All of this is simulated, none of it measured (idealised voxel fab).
process module | voxel wiring stack
cross-section cut | 250 nm wide | cells 5 nm
A cross-section is a grid of square cells, given in bands from the top down. A band is one or more rows of cells.
Each band's line starts with the height of the band's top and of its bottom, in nm. Then come its materials from left to right, each with its width in nm. One material with "throughout" fills the band from edge to edge. "air" is empty space.
Height 0 is the level under which the wafer as received is all one material. The lowest band goes on downwards, as in "0 down".
A width such as "30 to 40" changes by the same amount from each row of cells to the next, from the band's top row to its bottom row.
"no change" after a step means that no cell of the cross-section changed.
closed voids: empty space of 8 cells or more with no open way to the top, each as width x height at its distance from the left edge, in nm
after a step's settings: what the simulator itself notes on the step
overlay nm, on a step with a mask: how far to the right of its planned place the mask lay; to the left if negative
plan
1 op RECEIVE | material Si
2 op CONFORMAL_DEP | material SiO2 | thk nm 10
3 op CONFORMAL_DEP | material SiN | thk nm 5
4 op DIRECTIONAL_DEP | material lowk | thk nm 15
5 op PATTERN | tone open | mask id METAL_1 | material resist | width nm 20 | pitch nm 35 | thk nm 20 | overlay nm 0
6 op DIRECTIONAL_ETCH | etch materials lowk | depth nm 15
7 op DIRECTIONAL_ETCH | etch materials SiN | depth nm 5
8 op STRIP | etch materials resist
9 op CONFORMAL_DEP | material TiN | thk nm 5
10 op FILL_DEP | material Ru | thk nm 10
11 op CMP | height nm 30
12 op EPI | material Ru | thk nm 5
13 op FILL_DEP | material SiCN | thk nm 5
14 op DIRECTIONAL_DEP | material lowk | thk nm 10
15 op DIRECTIONAL_DEP | material aC | thk nm 15
16 op PATTERN | tone open | mask id PLUG_1 | material resist | width nm 15 | pitch nm 70 | thk nm 30 | overlay nm 0
17 op DIRECTIONAL_ETCH | etch materials aC | depth nm 15
18 op STRIP | etch materials resist
19 op DIRECTIONAL_ETCH | etch materials lowk | depth nm 10
20 op DIRECTIONAL_ETCH | etch materials SiCN | depth nm 5
21 op STRIP | etch materials aC
22 op EPI | material Ru | thk nm 10
23 op EPI | material Ru | thk nm 5
24 op DIRECTIONAL_DEP | material TiN | thk nm 5
25 op DIRECTIONAL_DEP | material W | thk nm 15
26 op MASKED_ETCH | tone cover | mask id METAL_2 | width nm 20 | pitch nm 35 | etch materials W | depth nm 15 | overlay nm 0
27 op MASKED_ETCH | tone cover | mask id METAL_2 | width nm 20 | pitch nm 35 | etch materials TiN | depth nm 5 | overlay nm 0
28 op CONFORMAL_DEP | material SiCN | thk nm 5
29 op FILL_DEP | material lowk | thk nm 10
30 op CMP | height nm 70
31 op CONFORMAL_DEP | material SiCN | thk nm 5
32 op DIRECTIONAL_DEP | material lowk | thk nm 15
33 op PATTERN | tone open | mask id PLUG_2 | material resist | width nm 15 | pitch nm 35 | thk nm 20 | overlay nm 0
34 op DIRECTIONAL_ETCH | etch materials lowk | depth nm 5
35 op DIRECTIONAL_ETCH | etch materials SiCN | depth nm 5
36 op STRIP | etch materials resist
37 op CONFORMAL_DEP | material TiN | thk nm 5
38 op FILL_DEP | material Ru | thk nm 10
39 op CMP | height nm 90
40 op DIRECTIONAL_DEP | material TiN | thk nm 5
41 op DIRECTIONAL_DEP | material W | thk nm 25
42 op PATTERN | tone cover | mask id METAL_3 | material resist | width nm 20 | pitch nm 35 | thk nm 20 | overlay nm 0
43 op DIRECTIONAL_ETCH | etch materials W | depth nm 25
44 op DIRECTIONAL_ETCH | etch materials TiN | depth nm 5
45 op STRIP | etch materials resist
46 op FILL_DEP | material SiO2 | thk nm 10
47 op CMP | height nm 120
48 op CONFORMAL_DEP | material SiCN | thk nm 5
varied across the wafers: depth nm of step 34. The plan shows the first wafer's value. All wafers start alike
first wafer as received, after step 1
  0 down: Si throughout
  closed voids: none
first wafer at the end, after step 48
  125 to 120: SiCN throughout
  120 to 95: SiO2 60 | W 20 | SiO2 15 | W 20 | SiO2 15 | W 20 | SiO2 15 | W 20 | SiO2 65
  95 to 90: SiO2 60 | TiN 20 | SiO2 15 | TiN 20 | SiO2 15 | TiN 20 | SiO2 15 | TiN 20 | SiO2 65
  90 to 85: lowk 60 | TiN 15 | lowk 20 | TiN 15 | lowk 20 | TiN 15 | lowk 20 | TiN 15 | lowk 70
  85 to 75: lowk throughout
  75 to 70: SiCN throughout
  70 to 55: lowk 55 | SiCN 5 | W 20 | SiCN 5 | lowk 5 | SiCN 5 | W 20 | SiCN 5 | lowk 5 | SiCN 5 | W 20 | SiCN 5 | lowk 5 | SiCN 5 | W 20 | SiCN 5 | lowk 60
  55 to 50: SiCN 60 | TiN 20 | SiCN 15 | TiN 20 | SiCN 15 | TiN 20 | SiCN 15 | TiN 20 | SiCN 65
  50 to 40: lowk 60 | Ru 15 | lowk 55 | Ru 15 | lowk 105
  40 to 35: SiCN 60 | Ru 15 | SiCN 55 | Ru 15 | SiCN 105
  35 to 30: SiCN 55 | Ru 30 | SiCN 5 | Ru 30 | SiCN 5 | Ru 30 | SiCN 5 | Ru 30 | SiCN 60
  30 to 15: lowk 60 | TiN 5 | Ru 10 | TiN 5 | lowk 15 | TiN 5 | Ru 10 | TiN 5 | lowk 15 | TiN 5 | Ru 10 | TiN 5 | lowk 15 | TiN 5 | Ru 10 | TiN 5 | lowk 65
  15 to 10: SiN 60 | TiN 20 | SiN 15 | TiN 20 | SiN 15 | TiN 20 | SiN 15 | TiN 20 | SiN 65
  10 to 0: SiO2 throughout
  0 down: Si throughout
  closed voids: none
last wafer at the end
  125 to 120: SiCN throughout
  120 to 95: SiO2 60 | W 20 | SiO2 15 | W 20 | SiO2 15 | W 20 | SiO2 15 | W 20 | SiO2 65
  95 to 90: SiO2 60 | TiN 20 | SiO2 15 | TiN 20 | SiO2 15 | TiN 20 | SiO2 15 | TiN 20 | SiO2 65
  90 to 75: lowk 60 | TiN 5 | Ru 5 | TiN 5 | lowk 20 | TiN 5 | Ru 5 | TiN 5 | lowk 20 | TiN 5 | Ru 5 | TiN 5 | lowk 20 | TiN 5 | Ru 5 | TiN 5 | lowk 70
  75 to 70: SiCN 60 | TiN 15 | SiCN 20 | TiN 15 | SiCN 20 | TiN 15 | SiCN 20 | TiN 15 | SiCN 70
  70 to 55: lowk 55 | SiCN 5 | W 20 | SiCN 5 | lowk 5 | SiCN 5 | W 20 | SiCN 5 | lowk 5 | SiCN 5 | W 20 | SiCN 5 | lowk 5 | SiCN 5 | W 20 | SiCN 5 | lowk 60
  55 to 50: SiCN 60 | TiN 20 | SiCN 15 | TiN 20 | SiCN 15 | TiN 20 | SiCN 15 | TiN 20 | SiCN 65
  50 to 40: lowk 60 | Ru 15 | lowk 55 | Ru 15 | lowk 105
  40 to 35: SiCN 60 | Ru 15 | SiCN 55 | Ru 15 | SiCN 105
  35 to 30: SiCN 55 | Ru 30 | SiCN 5 | Ru 30 | SiCN 5 | Ru 30 | SiCN 5 | Ru 30 | SiCN 60
  30 to 15: lowk 60 | TiN 5 | Ru 10 | TiN 5 | lowk 15 | TiN 5 | Ru 10 | TiN 5 | lowk 15 | TiN 5 | Ru 10 | TiN 5 | lowk 15 | TiN 5 | Ru 10 | TiN 5 | lowk 65
  15 to 10: SiN 60 | TiN 20 | SiN 15 | TiN 20 | SiN 15 | TiN 20 | SiN 15 | TiN 20 | SiN 65
  10 to 0: SiO2 throughout
  0 down: Si throughout
  closed voids: none
each wafer at the end: cells of each material gained (+) or lost (-) since it was received, then its closed voids
depth nm 5 | +66 Ru | +228 SiCN | +34 SiN | +304 SiO2 | +84 TiN | +128 W | +406 lowk | closed voids: none
depth nm 10 | +70 Ru | +228 SiCN | +34 SiN | +304 SiO2 | +92 TiN | +128 W | +394 lowk | closed voids: none
depth nm 15 | +78 Ru | +216 SiCN | +34 SiN | +304 SiO2 | +108 TiN | +128 W | +382 lowk | closed voids: none
depth nm 20 | +78 Ru | +216 SiCN | +34 SiN | +304 SiO2 | +108 TiN | +128 W | +382 lowk | closed voids: none
depth nm 25 | +78 Ru | +216 SiCN | +34 SiN | +304 SiO2 | +108 TiN | +128 W | +382 lowk | closed voids: none
depth nm 30 | +78 Ru | +216 SiCN | +34 SiN | +304 SiO2 | +108 TiN | +128 W | +382 lowk | closed voids: none
